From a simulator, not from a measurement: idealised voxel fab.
process module | voxel transistor to metal
This is section cut - it's 215 nm across, gridded in 5 nm square cells.
The cross-sections in this document take the form of a grid made of square cells. They are written out as bands, in order from top to bottom. Each band consists of one or more rows of cells. Basically the band line says how high the top is and how high the bottom is, in nm, and then what's in it from left to right, every material with its width in nm. Empty space shows up as "air", and if a single material carries "throughout" it runs the full band edge to edge. Heads up on the height convention: 0 is the point under which the incoming wafer is all one material, and the lowest band has no bottom, it just keeps going down, like "0 and below". The width entry "30 to 40" should be interpreted row by row: the top row of cells in the band takes the first number, the bottom row takes the second number, and the change between adjacent rows is uniform throughout. "no modifications", as given for a step, is the statement that not any cell of the cross-section underwent a change during that step. So "Enclosed void listing" is basically the list of trapped voids: any empty space of 8 cells or more that can't reach the top through an opening. They're written width x height at distance, the distance being from the left edge, and it's all nm. Note: text after step settings on the step line = simulator remark on that step. overlay nm: for a step with a mask, the amount by which the mask lay right of where it was planned; a negative amount means left of it. The remainder of this document consists of a sequence of paired cross-sections. Each pair presents the cross-section prior to one process step together with the cross-section following it, the latter being rendered only as deep as the lowest band that underwent change. The intervening step, together with its settings, is stated beneath each pair. Because the pairs may originate from different runs of this module on the same starting wafer, a given pair is to be read as continuing from the preceding pair only where its entry headed "Before-step section" so indicates.
-- Before-step section
  75 down to 65 = 60 nm air, 20 nm aC, 55 nm air, 20 nm aC, 60 nm air
  65 down to 50 = 60 nm air, 20 nm Ru, 55 nm air, 20 nm Ru, 60 nm air
  50 down to 45 = TiN throughout
  45 down to 30 = 60 nm SiO2, 5 nm TiN, 10 nm Ru, 5 nm TiN, 55 nm SiO2, 5 nm TiN, 10 nm Ru, 5 nm TiN, 60 nm SiO2
  30 down to 15 = 60 nm SiO2, 5 nm TiN, 10 nm Ru, 5 nm TiN, 5 nm SiN, 5 nm SiO2, 25 nm SiCN, 5 nm SiO2, 5 nm SiN, 10 nm SiO2, 5 nm TiN, 10 nm Ru, 5 nm TiN, 60 nm SiO2
  15 down to 10 = 60 nm SiO2, 5 nm TiN, 10 nm Ru, 5 nm TiN, 5 nm SiN, 5 nm SiO2, 30 nm polySi, 5 nm SiO2, 5 nm SiN, 5 nm SiO2, 5 nm TiN, 10 nm Ru, 5 nm TiN, 60 nm SiO2
  10 down to 5 = 60 nm SiO2, 20 nm TiN, 5 nm SiN, 5 nm SiO2, 30 nm polySi, 5 nm SiO2, 5 nm SiN, 5 nm SiO2, 20 nm TiN, 60 nm SiO2
  5 down to 0 = 50 nm SiO2, 30 nm nSi, 5 nm SiN, 5 nm SiO2, 30 nm polySi, 5 nm SiO2, 5 nm SiN, 35 nm nSi, 50 nm SiO2
  0 down to -5 = 50 nm SiO2, 5 nm SiN, 25 nm nSi, 5 nm SiN, 5 nm SiO2, 30 nm polySi, 5 nm SiO2, 5 nm SiN, 30 nm nSi, 5 nm SiN, 50 nm SiO2
  -5 down to -10 = 55 nm SiO2, 25 nm nSi, 50 nm SiO2, 30 nm nSi, 55 nm SiO2
  -10 down to -25 = 50 nm SiO2, 5 nm Si, 25 nm nSi, 50 nm Si, 30 nm nSi, 5 nm Si, 50 nm SiO2
  -25 down to -30 = 50 nm SiO2, 115 nm Si, 50 nm SiO2
  -30 and below = Si throughout
  Enclosed void listing: none
-- Post-Step Section View
  75 down to 65 = 60 nm air, 20 nm aC, 55 nm air, 20 nm aC, 60 nm air
  65 down to 50 = 60 nm air, 20 nm Ru, 55 nm air, 20 nm Ru, 60 nm air
  50 down to 45 = 60 nm air, 20 nm TiN, 55 nm air, 20 nm TiN, 60 nm air
  Rest of section, below 45: as before.
  Enclosed void listing: none
Before/after cross-sections above; step in between: op DIRECTIONAL_ETCH | etch materials TiN | depth nm 5
Before-step section: starting point is the after cross-section of the pair just above.
-- Post-Step Section View
  65 down to 50 = 60 nm air, 20 nm Ru, 55 nm air, 20 nm Ru, 60 nm air
  Rest of section, below 50: as before.
  Enclosed void listing: none
Before/after cross-sections above; step in between: op STRIP | etch materials aC
Before-step section: starting point is the after cross-section of the pair just above.
-- Post-Step Section View
  75 down to 65 = lowk throughout
  65 down to 50 = 60 nm lowk, 20 nm Ru, 55 nm lowk, 20 nm Ru, 60 nm lowk
  50 down to 45 = 60 nm lowk, 20 nm TiN, 55 nm lowk, 20 nm TiN, 60 nm lowk
  Rest of section, below 45: as before.
  Enclosed void listing: none
Before/after cross-sections above; step in between: op FILL_DEP | material lowk | thk nm 10
Before-step section: starting point is the after cross-section of the pair just above.
-- Post-Step Section View
  65 down to 50 = 60 nm lowk, 20 nm Ru, 55 nm lowk, 20 nm Ru, 60 nm lowk
  Rest of section, below 50: as before.
  Enclosed void listing: none
Before/after cross-sections above; step in between: op CMP | height nm 65
Before-step section: starting point is the after cross-section of the pair just above.
-- Post-Step Section View
  70 down to 65 = SiN throughout
  Rest of section, below 65: as before.
  Enclosed void listing: none
Before/after cross-sections above; step in between: op CONFORMAL_DEP | material SiN | thk nm 5
-- Before-step section
  50 down to 45 = 65 nm TiN, 10 nm air, 65 nm TiN, 10 nm air, 65 nm TiN
  45 down to 30 = 60 nm SiO2, 5 nm TiN, 10 nm air, 5 nm TiN, 55 nm SiO2, 5 nm TiN, 10 nm air, 5 nm TiN, 60 nm SiO2
  30 down to 15 = 60 nm SiO2, 5 nm TiN, 10 nm air, 5 nm TiN, 5 nm SiO2, 5 nm SiN, 5 nm SiO2, 25 nm SiCN, 5 nm SiO2, 5 nm SiN, 5 nm SiO2, 5 nm TiN, 10 nm air, 5 nm TiN, 60 nm SiO2
  15 down to 10 = 60 nm SiO2, 5 nm TiN, 10 nm air, 5 nm TiN, 5 nm SiO2, 5 nm SiN, 5 nm SiO2, 25 nm polySi, 5 nm SiO2, 5 nm SiN, 5 nm SiO2, 5 nm TiN, 10 nm air, 5 nm TiN, 60 nm SiO2
  10 down to 5 = 60 nm SiO2, 20 nm TiN, 5 nm SiO2, 5 nm SiN, 5 nm SiO2, 25 nm polySi, 5 nm SiO2, 5 nm SiN, 5 nm SiO2, 20 nm TiN, 60 nm SiO2
  5 down to 0 = 50 nm SiO2, 35 nm nSi, 5 nm SiN, 5 nm SiO2, 25 nm polySi, 5 nm SiO2, 5 nm SiN, 35 nm nSi, 50 nm SiO2
  0 down to -5 = 50 nm SiO2, 5 nm SiN, 30 nm nSi, 5 nm SiN, 5 nm SiO2, 25 nm polySi, 5 nm SiO2, 5 nm SiN, 30 nm nSi, 5 nm SiN, 50 nm SiO2
  -5 down to -10 = 55 nm SiO2, 30 nm nSi, 45 nm SiO2, 30 nm nSi, 55 nm SiO2
  -10 down to -25 = 50 nm SiO2, 5 nm Si, 30 nm nSi, 45 nm Si, 30 nm nSi, 5 nm Si, 50 nm SiO2
  -25 down to -30 = 50 nm SiO2, 115 nm Si, 50 nm SiO2
  -30 and below = Si throughout
  Enclosed void listing: none
-- Post-Step Section View
  60 down to 50 = SiN throughout
  50 down to 45 = 65 nm TiN, 10 nm SiN, 65 nm TiN, 10 nm SiN, 65 nm TiN
  45 down to 30 = 60 nm SiO2, 5 nm TiN, 10 nm SiN, 5 nm TiN, 55 nm SiO2, 5 nm TiN, 10 nm SiN, 5 nm TiN, 60 nm SiO2
  30 down to 15 = 60 nm SiO2, 5 nm TiN, 10 nm SiN, 5 nm TiN, 5 nm SiO2, 5 nm SiN, 5 nm SiO2, 25 nm SiCN, 5 nm SiO2, 5 nm SiN, 5 nm SiO2, 5 nm TiN, 10 nm SiN, 5 nm TiN, 60 nm SiO2
  15 down to 10 = 60 nm SiO2, 5 nm TiN, 10 nm SiN, 5 nm TiN, 5 nm SiO2, 5 nm SiN, 5 nm SiO2, 25 nm polySi, 5 nm SiO2, 5 nm SiN, 5 nm SiO2, 5 nm TiN, 10 nm SiN, 5 nm TiN, 60 nm SiO2
  Rest of section, below 10: as before.
  Enclosed void listing: none
Before/after cross-sections above; step in between: op FILL_DEP | material SiN | thk nm 10
Before-step section: starting point is the after cross-section of the pair just above.
-- Post-Step Section View
  45 down to 30 = 60 nm SiO2, 5 nm TiN, 10 nm SiN, 5 nm TiN, 55 nm SiO2, 5 nm TiN, 10 nm SiN, 5 nm TiN, 60 nm SiO2
  Rest of section, below 30: as before.
  Enclosed void listing: none
Before/after cross-sections above; step in between: op CMP | height nm 45
Before-step section: starting point is the after cross-section of the pair just above.
-- Post-Step Section View
  50 down to 45 = TiN throughout
  Rest of section, below 45: as before.
  Enclosed void listing: none
Before/after cross-sections above; step in between: op DIRECTIONAL_DEP | material TiN | thk nm 5
Before-step section: starting point is the after cross-section of the pair just above.
-- Post-Step Section View
  65 down to 50 = Ru throughout
  Rest of section, below 50: as before.
  Enclosed void listing: none
Before/after cross-sections above; step in between: op DIRECTIONAL_DEP | material Ru | thk nm 15
Before-step section: starting point is the after cross-section of the pair just above.
-- Post-Step Section View
  75 down to 65 = aC throughout
  Rest of section, below 65: as before.
  Enclosed void listing: none
Before/after cross-sections above; step in between: op DIRECTIONAL_DEP | material aC | thk nm 10
Before-step section: starting point is the after cross-section of the pair just above.
-- Post-Step Section View
  100 down to 75 = 60 nm air, 20 nm resist, 55 nm air, 20 nm resist, 60 nm air
  Rest of section, below 75: as before.
  Enclosed void listing: none
Before/after cross-sections above; step in between: op PATTERN | tone cover | mask id METAL_1 | material resist | width nm 20 | pitch nm 75 | thk nm 25 | overlay nm 0
Before-step section: starting point is the after cross-section of the pair just above.
-- Post-Step Section View
  90 down to 75 = 60 nm air, 20 nm resist, 55 nm air, 20 nm resist, 60 nm air
  75 down to 65 = 60 nm air, 20 nm aC, 55 nm air, 20 nm aC, 60 nm air
  Rest of section, below 65: as before.
  Enclosed void listing: none
Before/after cross-sections above; step in between: op DIRECTIONAL_ETCH | etch materials aC | depth nm 10
Before-step section: starting point is the after cross-section of the pair just above.
-- Post-Step Section View
  75 down to 65 = 60 nm air, 20 nm aC, 55 nm air, 20 nm aC, 60 nm air
  Rest of section, below 65: as before.
  Enclosed void listing: none
Before/after cross-sections above; step in between: op STRIP | etch materials resist
Before-step section: starting point is the after cross-section of the pair just above.
-- Post-Step Section View
  75 down to 65 = 60 nm air, 20 nm aC, 55 nm air, 20 nm aC, 60 nm air
  65 down to 50 = 60 nm air, 20 nm Ru, 55 nm air, 20 nm Ru, 60 nm air
  Rest of section, below 50: as before.
  Enclosed void listing: none
Before/after cross-sections above; step in between: op DIRECTIONAL_ETCH | etch materials Ru | depth nm 15
Before-step section: starting point is the after cross-section of the pair just above.
-- Post-Step Section View
  75 down to 65 = 60 nm air, 20 nm aC, 55 nm air, 20 nm aC, 60 nm air
  65 down to 50 = 60 nm air, 20 nm Ru, 55 nm air, 20 nm Ru, 60 nm air
  50 down to 45 = 60 nm air, 20 nm TiN, 55 nm air, 20 nm TiN, 60 nm air
  Rest of section, below 45: as before.
  Enclosed void listing: none
Before/after cross-sections above; step in between: op DIRECTIONAL_ETCH | etch materials TiN | depth nm 5
Before-step section: starting point is the after cross-section of the pair just above.
-- Post-Step Section View
  65 down to 50 = 60 nm air, 20 nm Ru, 55 nm air, 20 nm Ru, 60 nm air
  Rest of section, below 50: as before.
  Enclosed void listing: none
Before/after cross-sections above; step in between: op STRIP | etch materials aC
Before-step section: starting point is the after cross-section of the pair just above.
-- Post-Step Section View
  75 down to 65 = lowk throughout
  65 down to 50 = 60 nm lowk, 20 nm Ru, 55 nm lowk, 20 nm Ru, 60 nm lowk
  50 down to 45 = 60 nm lowk, 20 nm TiN, 55 nm lowk, 20 nm TiN, 60 nm lowk
  Rest of section, below 45: as before.
  Enclosed void listing: none
Before/after cross-sections above; step in between: op FILL_DEP | material lowk | thk nm 10
Before-step section: starting point is the after cross-section of the pair just above.
-- Post-Step Section View
  65 down to 50 = 60 nm lowk, 20 nm Ru, 55 nm lowk, 20 nm Ru, 60 nm lowk
  Rest of section, below 50: as before.
  Enclosed void listing: none
Before/after cross-sections above; step in between: op CMP | height nm 65
Before-step section: starting point is the after cross-section of the pair just above.
-- Post-Step Section View
  70 down to 65 = SiN throughout
  Rest of section, below 65: as before.
  Enclosed void listing: none
Before/after cross-sections above; step in between: op CONFORMAL_DEP | material SiN | thk nm 5
-- Before-step section
  25 down to 10 = aC throughout
  10 down to 0 = SiN throughout
  0 down to -5 = SiO2 throughout
  -5 and below = Si throughout
  Enclosed void listing: none
-- Post-Step Section View
  60 down to 25 = 50 nm resist, 115 nm air, 50 nm resist
  Rest of section, below 25: as before.
  Enclosed void listing: none
Before/after cross-sections above; step in between: op PATTERN | tone open | mask id ACTIVE | material resist | width nm 115 | thk nm 35 | overlay nm 0
Before-step section: starting point is the after cross-section of the pair just above.
-- Post-Step Section View
  45 down to 25 = 50 nm resist, 115 nm air, 50 nm resist
  25 down to 10 = 50 nm aC, 115 nm air, 50 nm aC
  Rest of section, below 10: as before.
  Enclosed void listing: none
Before/after cross-sections above; step in between: op DIRECTIONAL_ETCH | etch materials aC | depth nm 15
Before-step section: starting point is the after cross-section of the pair just above.
-- Post-Step Section View
  25 down to 10 = 50 nm aC, 115 nm air, 50 nm aC
  Rest of section, below 10: as before.
  Enclosed void listing: none
Before/after cross-sections above; step in between: op STRIP | etch materials resist
Before-step section: starting point is the after cross-section of the pair just above.
-- Post-Step Section View
  25 down to 10 = 50 nm aC, 115 nm air, 50 nm aC
  10 down to 0 = 50 nm SiN, 115 nm air, 50 nm SiN
  Rest of section, below 0: as before.
  Enclosed void listing: none
Before/after cross-sections above; step in between: op DIRECTIONAL_ETCH | etch materials SiN | depth nm 10
Before-step section: starting point is the after cross-section of the pair just above.
-- Post-Step Section View
  25 down to 10 = 50 nm aC, 115 nm air, 50 nm aC
  10 down to 0 = 50 nm SiN, 115 nm air, 50 nm SiN
  0 down to -5 = 50 nm SiO2, 115 nm air, 50 nm SiO2
  Rest of section, below -5: as before.
  Enclosed void listing: none
Before/after cross-sections above; step in between: op DIRECTIONAL_ETCH | etch materials SiO2 | depth nm 5
Before-step section: starting point is the after cross-section of the pair just above.
-- Post-Step Section View
  25 down to 10 = 50 nm aC, 115 nm air, 50 nm aC
  10 down to 0 = 50 nm SiN, 115 nm air, 50 nm SiN
  0 down to -5 = 50 nm SiO2, 115 nm air, 50 nm SiO2
  -5 down to -30 = 50 nm Si, 115 nm air, 50 nm Si
  Rest of section, below -30: as before.
  Enclosed void listing: none
Before/after cross-sections above; step in between: op DIRECTIONAL_ETCH | etch materials Si | depth nm 25
Before-step section: starting point is the after cross-section of the pair just above.
-- Post-Step Section View
  10 down to 0 = 50 nm SiN, 115 nm air, 50 nm SiN
  Rest of section, below 0: as before.
  Enclosed void listing: none
Before/after cross-sections above; step in between: op STRIP | etch materials aC
Before-step section: starting point is the after cross-section of the pair just above.
-- Post-Step Section View
  25 down to 10 = SiO2 throughout
  10 down to 0 = 50 nm SiN, 115 nm SiO2, 50 nm SiN
  0 down to -5 = SiO2 throughout
  -5 down to -30 = 50 nm Si, 115 nm SiO2, 50 nm Si
  Rest of section, below -30: as before.
  Enclosed void listing: none
Before/after cross-sections above; step in between: op FILL_DEP | material SiO2 | thk nm 15
Before-step section: starting point is the after cross-section of the pair just above.
-- Post-Step Section View
  10 down to 0 = 50 nm SiN, 115 nm SiO2, 50 nm SiN
  Rest of section, below 0: as before.
  Enclosed void listing: none
Before/after cross-sections above; step in between: op CMP | height nm 10
Before-step section: starting point is the after cross-section of the pair just above.
-- Post-Step Section View
  10 down to 5 = 50 nm SiN, 115 nm air, 50 nm SiN
  Rest of section, below 5: as before.
  Enclosed void listing: none
Before/after cross-sections above; step in between: op SELECTIVE_ETCH | etch materials SiO2 | depth nm 5
Before-step section: starting point is the after cross-section of the pair just above.
-- Post-Step Section View
  5 down to 0 = 50 nm air, 115 nm SiO2, 50 nm air
  Rest of section, below 0: as before.
  Enclosed void listing: none
Before/after cross-sections above; step in between: op STRIP | etch materials SiN
Before-step section: starting point is the after cross-section of the pair just above.
-- Post-Step Section View
  0 down to -5 = 55 nm air, 105 nm SiO2, 55 nm air
  Rest of section, below -5: as before.
  Enclosed void listing: none
Before/after cross-sections above; step in between: op SELECTIVE_ETCH | etch materials SiO2 | depth nm 5
Before-step section: starting point is the after cross-section of the pair just above.
-- Post-Step Section View
  0 down to -5 = 55 nm air, 105 nm SiO2, 55 nm air
  -5 down to -10 = SiO2 throughout
  Rest of section, below -10: as before.
  Enclosed void listing: none
Before/after cross-sections above; step in between: op OXIDIZE | depth nm 5
Before-step section: starting point is the after cross-section of the pair just above.
-- Post-Step Section View
  20 down to 15 = 55 nm air, 105 nm polySi, 55 nm air
  15 down to 0 = polySi throughout
  0 down to -5 = 55 nm polySi, 105 nm SiO2, 55 nm polySi
  Rest of section, below -5: as before.
  Enclosed void listing: none
Before/after cross-sections above; step in between: op DIRECTIONAL_DEP | material polySi | thk nm 20
Before-step section: starting point is the after cross-section of the pair just above.
-- Post-Step Section View
  35 down to 30 = 55 nm air, 105 nm SiCN, 55 nm air
  30 down to 20 = SiCN throughout
  20 down to 15 = 55 nm SiCN, 105 nm polySi, 55 nm SiCN
  Rest of section, below 15: as before.
  Enclosed void listing: none
Before/after cross-sections above; step in between: op DIRECTIONAL_DEP | material SiCN | thk nm 15
Before-step section: starting point is the after cross-section of the pair just above.
-- Post-Step Section View
  35 down to 20 = 95 nm air, 25 nm SiCN, 95 nm air
  20 down to 15 = 55 nm air, 105 nm polySi, 55 nm air
  Rest of section, below 15: as before.
  Enclosed void listing: none
Before/after cross-sections above; step in between: op MASKED_ETCH | tone cover | mask id GATE | width nm 25 | etch materials SiCN | depth nm 25 | overlay nm 0
Before-step section: starting point is the after cross-section of the pair just above.
-- Post-Step Section View
  35 down to 20 = 95 nm air, 25 nm SiCN, 95 nm air
  20 down to 0 = 95 nm air, 25 nm polySi, 95 nm air
  0 down to -5 = 55 nm air, 105 nm SiO2, 55 nm air
  Rest of section, below -5: as before.
  Enclosed void listing: none
Before/after cross-sections above; step in between: op MASKED_ETCH | tone cover | mask id GATE | width nm 25 | etch materials polySi | depth nm 30 | overlay nm 0
Before-step section: starting point is the after cross-section of the pair just above.
-- Post-Step Section View
  40 down to 35 = 90 nm air, 35 nm SiO2, 90 nm air
  35 down to 20 = 90 nm air, 5 nm SiO2, 25 nm SiCN, 5 nm SiO2, 90 nm air
  20 down to 5 = 90 nm air, 5 nm SiO2, 25 nm polySi, 5 nm SiO2, 90 nm air
  5 down to 0 = 50 nm air, 45 nm SiO2, 25 nm polySi, 45 nm SiO2, 50 nm air
  0 down to -10 = SiO2 throughout
  Rest of section, below -10: as before.
  Enclosed void listing: none
Before/after cross-sections above; step in between: op CONFORMAL_DEP | material SiO2 | thk nm 5
Before-step section: starting point is the after cross-section of the pair just above.
-- Post-Step Section View
  35 down to 20 = 90 nm air, 5 nm SiO2, 25 nm SiCN, 5 nm SiO2, 90 nm air
  20 down to 0 = 90 nm air, 5 nm SiO2, 25 nm polySi, 5 nm SiO2, 90 nm air
  0 down to -5 = 50 nm air, 115 nm SiO2, 50 nm air
  Rest of section, below -5: as before.
  Enclosed void listing: none
Before/after cross-sections above; step in between: op DIRECTIONAL_ETCH | etch materials SiO2 | depth nm 5
Before-step section: starting point is the after cross-section of the pair just above.
-- Post-Step Section View
  40 down to 35 = 85 nm air, 45 nm SiN, 85 nm air
  35 down to 20 = 85 nm air, 5 nm SiN, 5 nm SiO2, 25 nm SiCN, 5 nm SiO2, 5 nm SiN, 85 nm air
  20 down to 5 = 85 nm air, 5 nm SiN, 5 nm SiO2, 25 nm polySi, 5 nm SiO2, 5 nm SiN, 85 nm air
  5 down to 0 = 45 nm air, 45 nm SiN, 5 nm SiO2, 25 nm polySi, 5 nm SiO2, 45 nm SiN, 45 nm air
  0 down to -5 = 50 nm SiN, 115 nm SiO2, 50 nm SiN
  Rest of section, below -5: as before.
  Enclosed void listing: none
Before/after cross-sections above; step in between: op CONFORMAL_DEP | material SiN | thk nm 5
Before-step section: starting point is the after cross-section of the pair just above.
-- Post-Step Section View
  35 down to 20 = 85 nm air, 5 nm SiN, 5 nm SiO2, 25 nm SiCN, 5 nm SiO2, 5 nm SiN, 85 nm air
  20 down to 0 = 85 nm air, 5 nm SiN, 5 nm SiO2, 25 nm polySi, 5 nm SiO2, 5 nm SiN, 85 nm air
  0 down to -5 = 45 nm air, 5 nm SiN, 115 nm SiO2, 5 nm SiN, 45 nm air
  Rest of section, below -5: as before.
  Enclosed void listing: none
Before/after cross-sections above; step in between: op DIRECTIONAL_ETCH | etch materials SiN | depth nm 5
Before-step section: starting point is the after cross-section of the pair just above.
-- Post-Step Section View
  35 down to 30 = 85 nm air, 5 nm SiN, 5 nm air, 25 nm SiCN, 5 nm air, 5 nm SiN, 85 nm air
  30 down to 20 = 85 nm air, 5 nm SiN, 5 nm SiO2, 25 nm SiCN, 5 nm SiO2, 5 nm SiN, 85 nm air
  20 down to 0 = 85 nm air, 5 nm SiN, 5 nm SiO2, 25 nm polySi, 5 nm SiO2, 5 nm SiN, 85 nm air
  0 down to -5 = 45 nm air, 5 nm SiN, 35 nm air, 45 nm SiO2, 35 nm air, 5 nm SiN, 45 nm air
  -5 down to -10 = 45 nm air, 125 nm SiO2, 45 nm air
  Rest of section, below -10: as before.
  Enclosed void listing: none
Before/after cross-sections above; step in between: op DIRECTIONAL_ETCH | etch materials SiO2 | depth nm 5
Before-step section: starting point is the after cross-section of the pair just above.
-- Post-Step Section View
  35 down to 30 = 85 nm air, 5 nm SiN, 5 nm air, 25 nm SiCN, 5 nm air, 5 nm SiN, 85 nm air
  30 down to 20 = 85 nm air, 5 nm SiN, 5 nm SiO2, 25 nm SiCN, 5 nm SiO2, 5 nm SiN, 85 nm air
  20 down to 0 = 85 nm air, 5 nm SiN, 5 nm SiO2, 25 nm polySi, 5 nm SiO2, 5 nm SiN, 85 nm air
  0 down to -5 = 45 nm air, 5 nm SiN, 35 nm air, 45 nm SiO2, 35 nm air, 5 nm SiN, 45 nm air
  -5 down to -10 = 45 nm air, 125 nm SiO2, 45 nm air
  -10 down to -25 = 45 nm air, 5 nm Si, 115 nm SiO2, 5 nm Si, 45 nm air
  Rest of section, below -25: as before.
  Enclosed void listing: none
Before/after cross-sections above; step in between: op DIRECTIONAL_ETCH | etch materials Si | depth nm 15
Before-step section: starting point is the after cross-section of the pair just above.
-- Post-Step Section View
  35 down to 30 = 85 nm air, 5 nm SiN, 5 nm air, 25 nm SiCN, 5 nm air, 5 nm SiN, 85 nm air
  30 down to 20 = 85 nm air, 5 nm SiN, 5 nm SiO2, 25 nm SiCN, 5 nm SiO2, 5 nm SiN, 85 nm air
  20 down to 5 = 85 nm air, 5 nm SiN, 5 nm SiO2, 25 nm polySi, 5 nm SiO2, 5 nm SiN, 85 nm air
  5 down to 0 = 30 nm air, 20 nm nSi, 35 nm air, 5 nm SiN, 5 nm SiO2, 25 nm polySi, 5 nm SiO2, 5 nm SiN, 35 nm air, 20 nm nSi, 30 nm air
  0 down to -5 = 30 nm air, 15 nm nSi, 5 nm SiN, 35 nm air, 45 nm SiO2, 35 nm air, 5 nm SiN, 15 nm nSi, 30 nm air
  -5 down to -10 = 30 nm air, 15 nm nSi, 125 nm SiO2, 15 nm nSi, 30 nm air
  -10 down to -25 = 45 nm nSi, 5 nm Si, 115 nm SiO2, 5 nm Si, 45 nm nSi
  Rest of section, below -25: as before.
  Enclosed void listing: none
Before/after cross-sections above; step in between: op EPI | material nSi | thk nm 15
Before-step section: starting point is the after cross-section of the pair just above.
-- Post-Step Section View
  40 down to 35 = SiO2 throughout
  35 down to 20 = 85 nm SiO2, 5 nm SiN, 5 nm SiO2, 25 nm SiCN, 5 nm SiO2, 5 nm SiN, 85 nm SiO2
  20 down to 5 = 85 nm SiO2, 5 nm SiN, 5 nm SiO2, 25 nm polySi, 5 nm SiO2, 5 nm SiN, 85 nm SiO2
  5 down to 0 = 30 nm SiO2, 20 nm nSi, 35 nm SiO2, 5 nm SiN, 5 nm SiO2, 25 nm polySi, 5 nm SiO2, 5 nm SiN, 35 nm SiO2, 20 nm nSi, 30 nm SiO2
  0 down to -5 = 30 nm SiO2, 15 nm nSi, 5 nm SiN, 115 nm SiO2, 5 nm SiN, 15 nm nSi, 30 nm SiO2
  -5 down to -10 = 30 nm SiO2, 15 nm nSi, 125 nm SiO2, 15 nm nSi, 30 nm SiO2
  Rest of section, below -10: as before.
  Enclosed void listing: none
Before/after cross-sections above; step in between: op FILL_DEP | material SiO2 | thk nm 5
Before-step section: starting point is the after cross-section of the pair just above.
-- Post-Step Section View
  30 down to 20 = 85 nm SiO2, 5 nm SiN, 5 nm SiO2, 25 nm SiCN, 5 nm SiO2, 5 nm SiN, 85 nm SiO2
  Rest of section, below 20: as before.
  Enclosed void listing: none
Before/after cross-sections above; step in between: op CMP | height nm 30
Before-step section: starting point is the after cross-section of the pair just above.
-- Post-Step Section View
  45 down to 30 = SiO2 throughout
  Rest of section, below 30: as before.
  Enclosed void listing: none
Before/after cross-sections above; step in between: op DIRECTIONAL_DEP | material SiO2 | thk nm 15
Before-step section: starting point is the after cross-section of the pair just above.
-- Post-Step Section View
  60 down to 45 = 60 nm resist, 20 nm air, 55 nm resist, 20 nm air, 60 nm resist
  Rest of section, below 45: as before.
  Enclosed void listing: none
Before/after cross-sections above; step in between: op PATTERN | tone open | mask id CONTACT | material resist | width nm 20 | pitch nm 75 | thk nm 15 | overlay nm 0
Before-step section: starting point is the after cross-section of the pair just above.
-- Post-Step Section View
  60 down to 45 = 60 nm resist, 20 nm air, 55 nm resist, 20 nm air, 60 nm resist
  45 down to 30 = 60 nm SiO2, 20 nm air, 55 nm SiO2, 20 nm air, 60 nm SiO2
  30 down to 20 = 60 nm SiO2, 20 nm air, 5 nm SiO2, 5 nm SiN, 5 nm SiO2, 25 nm SiCN, 5 nm SiO2, 5 nm SiN, 5 nm SiO2, 20 nm air, 60 nm SiO2
  20 down to 5 = 60 nm SiO2, 20 nm air, 5 nm SiO2, 5 nm SiN, 5 nm SiO2, 25 nm polySi, 5 nm SiO2, 5 nm SiN, 5 nm SiO2, 20 nm air, 60 nm SiO2
  Rest of section, below 5: as before.
  Enclosed void listing: none
Before/after cross-sections above; step in between: op DIRECTIONAL_ETCH | etch materials SiO2 | depth nm 40
Before-step section: starting point is the after cross-section of the pair just above.
-- Post-Step Section View
  45 down to 30 = 60 nm SiO2, 20 nm air, 55 nm SiO2, 20 nm air, 60 nm SiO2
  Rest of section, below 30: as before.
  Enclosed void listing: none
Before/after cross-sections above; step in between: op STRIP | etch materials resist
Before-step section: starting point is the after cross-section of the pair just above.
-- Post-Step Section View
  50 down to 45 = 65 nm TiN, 10 nm air, 65 nm TiN, 10 nm air, 65 nm TiN
  45 down to 30 = 60 nm SiO2, 5 nm TiN, 10 nm air, 5 nm TiN, 55 nm SiO2, 5 nm TiN, 10 nm air, 5 nm TiN, 60 nm SiO2
  30 down to 20 = 60 nm SiO2, 5 nm TiN, 10 nm air, 5 nm TiN, 5 nm SiO2, 5 nm SiN, 5 nm SiO2, 25 nm SiCN, 5 nm SiO2, 5 nm SiN, 5 nm SiO2, 5 nm TiN, 10 nm air, 5 nm TiN, 60 nm SiO2
  20 down to 10 = 60 nm SiO2, 5 nm TiN, 10 nm air, 5 nm TiN, 5 nm SiO2, 5 nm SiN, 5 nm SiO2, 25 nm polySi, 5 nm SiO2, 5 nm SiN, 5 nm SiO2, 5 nm TiN, 10 nm air, 5 nm TiN, 60 nm SiO2
  10 down to 5 = 60 nm SiO2, 20 nm TiN, 5 nm SiO2, 5 nm SiN, 5 nm SiO2, 25 nm polySi, 5 nm SiO2, 5 nm SiN, 5 nm SiO2, 20 nm TiN, 60 nm SiO2
  Rest of section, below 5: as before.
  Enclosed void listing: none
Before/after cross-sections above; step in between: op CONFORMAL_DEP | material TiN | thk nm 5
Before-step section: starting point is the after cross-section of the pair just above.
-- Post-Step Section View
  60 down to 50 = Ru throughout
  50 down to 45 = 65 nm TiN, 10 nm Ru, 65 nm TiN, 10 nm Ru, 65 nm TiN
  45 down to 30 = 60 nm SiO2, 5 nm TiN, 10 nm Ru, 5 nm TiN, 55 nm SiO2, 5 nm TiN, 10 nm Ru, 5 nm TiN, 60 nm SiO2
  30 down to 20 = 60 nm SiO2, 5 nm TiN, 10 nm Ru, 5 nm TiN, 5 nm SiO2, 5 nm SiN, 5 nm SiO2, 25 nm SiCN, 5 nm SiO2, 5 nm SiN, 5 nm SiO2, 5 nm TiN, 10 nm Ru, 5 nm TiN, 60 nm SiO2
  20 down to 10 = 60 nm SiO2, 5 nm TiN, 10 nm Ru, 5 nm TiN, 5 nm SiO2, 5 nm SiN, 5 nm SiO2, 25 nm polySi, 5 nm SiO2, 5 nm SiN, 5 nm SiO2, 5 nm TiN, 10 nm Ru, 5 nm TiN, 60 nm SiO2
  Rest of section, below 10: as before.
  Enclosed void listing: none
Before/after cross-sections above; step in between: op FILL_DEP | material Ru | thk nm 10
Before-step section: starting point is the after cross-section of the pair just above.
-- Post-Step Section View
  45 down to 30 = 60 nm SiO2, 5 nm TiN, 10 nm Ru, 5 nm TiN, 55 nm SiO2, 5 nm TiN, 10 nm Ru, 5 nm TiN, 60 nm SiO2
  Rest of section, below 30: as before.
  Enclosed void listing: none
Before/after cross-sections above; step in between: op CMP | height nm 45
Before-step section: starting point is the after cross-section of the pair just above.
-- Post-Step Section View
  50 down to 45 = TiN throughout
  Rest of section, below 45: as before.
  Enclosed void listing: none
Before/after cross-sections above; step in between: op DIRECTIONAL_DEP | material TiN | thk nm 5
Before-step section: starting point is the after cross-section of the pair just above.
-- Post-Step Section View
  65 down to 50 = Ru throughout
  Rest of section, below 50: as before.
  Enclosed void listing: none
Before/after cross-sections above; step in between: op DIRECTIONAL_DEP | material Ru | thk nm 15
Before-step section: starting point is the after cross-section of the pair just above.
-- Post-Step Section View
  75 down to 65 = aC throughout
  Rest of section, below 65: as before.
  Enclosed void listing: none
Before/after cross-sections above; step in between: op DIRECTIONAL_DEP | material aC | thk nm 10
Before-step section: starting point is the after cross-section of the pair just above.
-- Post-Step Section View
  100 down to 75 = 60 nm air, 20 nm resist, 55 nm air, 20 nm resist, 60 nm air
  Rest of section, below 75: as before.
  Enclosed void listing: none
Before/after cross-sections above; step in between: op PATTERN | tone cover | mask id METAL_1 | material resist | width nm 20 | pitch nm 75 | thk nm 25 | overlay nm 0
